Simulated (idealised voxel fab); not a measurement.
The following is a process module called voxel wiring stack.
The width of the displayed cross-section, cut, is 140 nm; its cells are square, with a size of 5 nm.
Cross-section spec: square-cell grid; bands listed top down; each band is one or more rows.
What a band's entry tells you: where the top is and where the bottom is, as heights in nm, and after that what lies inside, material by material from left to right, each with its width in nm. Empty space is written as the word "empty", and a single material marked with the word "throughout" occupies the band from edge to edge.
A quick word on heights: they are counted from 0, and under that level the wafer as it came to us is one material throughout. The lowest band is different from the rest in having no bottom; it simply continues downward, written as in "z 0 and below".
A width given as "30..40" starts at the first number in the band's top row and ends at the second number in its bottom row, shifting by an equal amount at every step from row to row.
Reading "remained the same" for a step: not a cell of the cross-section changed in it.
Closed-off voids of 8+ cells (no open route to the top) go in "Voids lacking openings", written width x height at distance from the left edge, in nm.
Formally, on a step line, whatever follows the settings is a remark that the simulator itself makes on the step.
overlay nm: where the mask lay relative to plan, measured to the right, on steps with a mask; negatives go left.

[The planned process steps are enumerated hereunder]
- 1: op RECEIVE | material Si
- 2: op CONFORMAL_DEP | material SiO2 | thk nm 10
- 3: op CONFORMAL_DEP | material SiN | thk nm 5
- 4: op DIRECTIONAL_DEP | material lowk | thk nm 15
- 5: op PATTERN | tone open | mask id METAL_1 | material resist | width nm 30 | pitch nm 50 | thk nm 20 | overlay nm 0
- 6: op DIRECTIONAL_ETCH | etch materials lowk | depth nm 15
- 7: op DIRECTIONAL_ETCH | etch materials SiN | depth nm 5
- 8: op STRIP | etch materials resist
- 9: op CONFORMAL_DEP | material TiN | thk nm 5
- 10: op FILL_DEP | material Cu | thk nm 5
- 11: op CMP | height nm 30
- 12: op CONFORMAL_DEP | material SiCN | thk nm 5
- 13: op DIRECTIONAL_DEP | material SiO2 | thk nm 30
- 14: op MASKED_ETCH | tone open | mask id METAL_2_HOLES | width nm 15 | pitch nm 50 | etch materials SiO2 | depth nm 30 | overlay nm 0
- 15: op DIRECTIONAL_DEP | material aC | thk nm 15
- 16: op PATTERN | tone open | mask id METAL_2 | material resist | width nm 30 | pitch nm 50 | thk nm 30 | overlay nm 0
- 17: op DIRECTIONAL_ETCH | etch materials aC | depth nm 15
- 18: op STRIP | etch materials resist
- 19: op DIRECTIONAL_ETCH | etch materials SiO2 | depth nm 15
- 20: op DIRECTIONAL_ETCH | etch materials SiCN | depth nm 5
- 21: op STRIP | etch materials aC
- 22: op CONFORMAL_DEP | material TiN | thk nm 5
- 23: op FILL_DEP | material Cu | thk nm 5
- 24: op CMP | height nm 65
- 25: op CONFORMAL_DEP | material SiCN | thk nm 5
- 26: op DIRECTIONAL_DEP | material lowk | thk nm 10
- 27: op PATTERN | tone open | mask id PLUG_2 | material resist | width nm 15 | pitch nm 50 | thk nm 15 | overlay nm 0
- 28: op DIRECTIONAL_ETCH | etch materials lowk | depth nm 10
- 29: op DIRECTIONAL_ETCH | etch materials SiCN | depth nm 5
- 30: op STRIP | etch materials resist
- 31: op EPI | material Ru | thk nm 10
- 32: op EPI | material Ru | thk nm 5
- 33: op CONFORMAL_DEP | material SiCN | thk nm 5
- 34: op DIRECTIONAL_DEP | material lowk | thk nm 15
- 35: op PATTERN | tone open | mask id METAL_3 | material resist | width nm 30 | pitch nm 50 | thk nm 20 | overlay nm 0
- 36: op DIRECTIONAL_ETCH | etch materials lowk | depth nm 15
- 37: op DIRECTIONAL_ETCH | etch materials SiCN | depth nm 5
- 38: op STRIP | etch materials resist
- 39: op CONFORMAL_DEP | material TiN | thk nm 5
- 40: op FILL_DEP | material Ru | thk nm 5
- 41: op CMP | height nm 100
- 42: op EPI | material Ru | thk nm 5
- 43: op FILL_DEP | material SiCN | thk nm 5
- 44: op DIRECTIONAL_DEP | material lowk | thk nm 30
- 45: op PATTERN | tone open | mask id METAL_4_HOLES | material resist | width nm 15 | thk nm 20 | overlay nm 0
- 46: op DIRECTIONAL_ETCH | etch materials lowk | depth nm 30
- 47: op STRIP | etch materials resist
- 48: op PATTERN | tone open | mask id METAL_4 | material resist | width nm 30 | pitch nm 50 | thk nm 15 | overlay nm 0
- 49: op DIRECTIONAL_ETCH | etch materials lowk | depth nm 15
- 50: op DIRECTIONAL_ETCH | etch materials SiCN | depth nm 5
- 51: op STRIP | etch materials resist
- 52: op CONFORMAL_DEP | material TiN | thk nm 5
- 53: op FILL_DEP | material Cu | thk nm 10
- 54: op CMP | height nm 140
- 55: op CONFORMAL_DEP | material SiN | thk nm 5

[Wafer cross-section on receipt, i.e. after step 1]
    z 0 and below | Si throughout
    Voids lacking openings: none

[End-of-module cross-section of the first of two wafers, processed as planned]
    z 145 to 140 | SiN throughout
    z 140 to 130 | lowk 30 nm  TiN 5 nm  Cu 20 nm  TiN 5 nm  lowk 20 nm  TiN 5 nm  Cu 20 nm  TiN 5 nm  lowk 30 nm
    z 130 to 125 | lowk 30 nm  TiN 5 nm  Cu 5 nm  TiN 20 nm  lowk 20 nm  TiN 30 nm  lowk 30 nm
    z 125 to 110 | lowk 30 nm  TiN 5 nm  Cu 5 nm  TiN 5 nm  lowk 95 nm
    z 110 to 105 | SiCN 30 nm  TiN 15 nm  SiCN 95 nm
    z 105 to 100 | SiCN 25 nm  Ru 40 nm  SiCN 10 nm  Ru 40 nm  SiCN 25 nm
    z 100 to 85 | lowk 30 nm  TiN 5 nm  Ru 20 nm  TiN 5 nm  lowk 20 nm  TiN 5 nm  Ru 20 nm  TiN 5 nm  lowk 30 nm
    z 85 to 80 | SiCN 30 nm  TiN 30 nm  SiCN 20 nm  TiN 30 nm  SiCN 30 nm
    z 80 to 70 | lowk 30 nm  Ru 15 nm  lowk 35 nm  Ru 15 nm  lowk 45 nm
    z 70 to 65 | SiCN 30 nm  Ru 15 nm  SiCN 35 nm  Ru 15 nm  SiCN 45 nm
    z 65 to 55 | SiO2 30 nm  TiN 5 nm  Cu 20 nm  TiN 5 nm  SiO2 20 nm  TiN 5 nm  Cu 20 nm  TiN 5 nm  SiO2 30 nm
    z 55 to 50 | SiO2 30 nm  TiN 5 nm  Cu 5 nm  TiN 20 nm  SiO2 20 nm  TiN 5 nm  Cu 5 nm  TiN 20 nm  SiO2 30 nm
    z 50 to 35 | SiO2 30 nm  TiN 5 nm  Cu 5 nm  TiN 5 nm  SiO2 35 nm  TiN 5 nm  Cu 5 nm  TiN 5 nm  SiO2 45 nm
    z 35 to 30 | SiCN 30 nm  TiN 15 nm  SiCN 35 nm  TiN 15 nm  SiCN 45 nm
    z 30 to 15 | lowk 30 nm  TiN 5 nm  Cu 20 nm  TiN 5 nm  lowk 20 nm  TiN 5 nm  Cu 20 nm  TiN 5 nm  lowk 30 nm
    z 15 to 10 | SiN 30 nm  TiN 30 nm  SiN 20 nm  TiN 30 nm  SiN 30 nm
    z 10 to 0 | SiO2 throughout
    z 0 and below | Si throughout
    Voids lacking openings: none

[This cross-section belongs to the second wafer of two at the end of the module; the start and the plan were shared with the first, and the run included one mistake]
    z 145 to 140 | SiN throughout
    z 140 to 130 | Cu 40 nm  TiN 5 nm  lowk 15 nm  TiN 5 nm  Cu 10 nm  TiN 5 nm  lowk 30 nm  TiN 5 nm  Cu 25 nm
    z 130 to 125 | TiN 35 nm  Cu 5 nm  TiN 5 nm  lowk 15 nm  TiN 20 nm  lowk 30 nm  TiN 30 nm
    z 125 to 115 | lowk 30 nm  TiN 5 nm  Cu 5 nm  TiN 5 nm  lowk 95 nm
    z 115 to 110 | lowk 30 nm  TiN 15 nm  lowk 95 nm
    z 110 to 105 | SiCN throughout
    z 105 to 100 | SiCN 25 nm  Ru 40 nm  SiCN 10 nm  Ru 40 nm  SiCN 25 nm
    z 100 to 85 | lowk 30 nm  TiN 5 nm  Ru 20 nm  TiN 5 nm  lowk 20 nm  TiN 5 nm  Ru 20 nm  TiN 5 nm  lowk 30 nm
    z 85 to 80 | SiCN 30 nm  TiN 30 nm  SiCN 20 nm  TiN 30 nm  SiCN 30 nm
    z 80 to 70 | lowk 30 nm  Ru 15 nm  lowk 35 nm  Ru 15 nm  lowk 45 nm
    z 70 to 65 | SiCN 30 nm  Ru 15 nm  SiCN 35 nm  Ru 15 nm  SiCN 45 nm
    z 65 to 55 | SiO2 30 nm  TiN 5 nm  Cu 20 nm  TiN 5 nm  SiO2 20 nm  TiN 5 nm  Cu 20 nm  TiN 5 nm  SiO2 30 nm
    z 55 to 50 | SiO2 30 nm  TiN 5 nm  Cu 5 nm  TiN 20 nm  SiO2 20 nm  TiN 5 nm  Cu 5 nm  TiN 20 nm  SiO2 30 nm
    z 50 to 35 | SiO2 30 nm  TiN 5 nm  Cu 5 nm  TiN 5 nm  SiO2 35 nm  TiN 5 nm  Cu 5 nm  TiN 5 nm  SiO2 45 nm
    z 35 to 30 | SiCN 30 nm  TiN 15 nm  SiCN 35 nm  TiN 15 nm  SiCN 45 nm
    z 30 to 15 | lowk 30 nm  TiN 5 nm  Cu 20 nm  TiN 5 nm  lowk 20 nm  TiN 5 nm  Cu 20 nm  TiN 5 nm  lowk 30 nm
    z 15 to 10 | SiN 30 nm  TiN 30 nm  SiN 20 nm  TiN 30 nm  SiN 30 nm
    z 10 to 0 | SiO2 throughout
    z 0 and below | Si throughout
    Voids lacking openings: none
What was done differently from what was planned? planned and actual differ for step 48; actual: op PATTERN | tone cover | mask id METAL_4 | material resist | width nm 30 | pitch nm 50 | thk nm 15 | overlay nm 0
Upon completion, the second wafer contains, in terms of cells, a greater or smaller amount of certain materials than the first wafer: 13 more of Cu, 3 more of SiCN, 5 more of TiN, 21 fewer of lowk
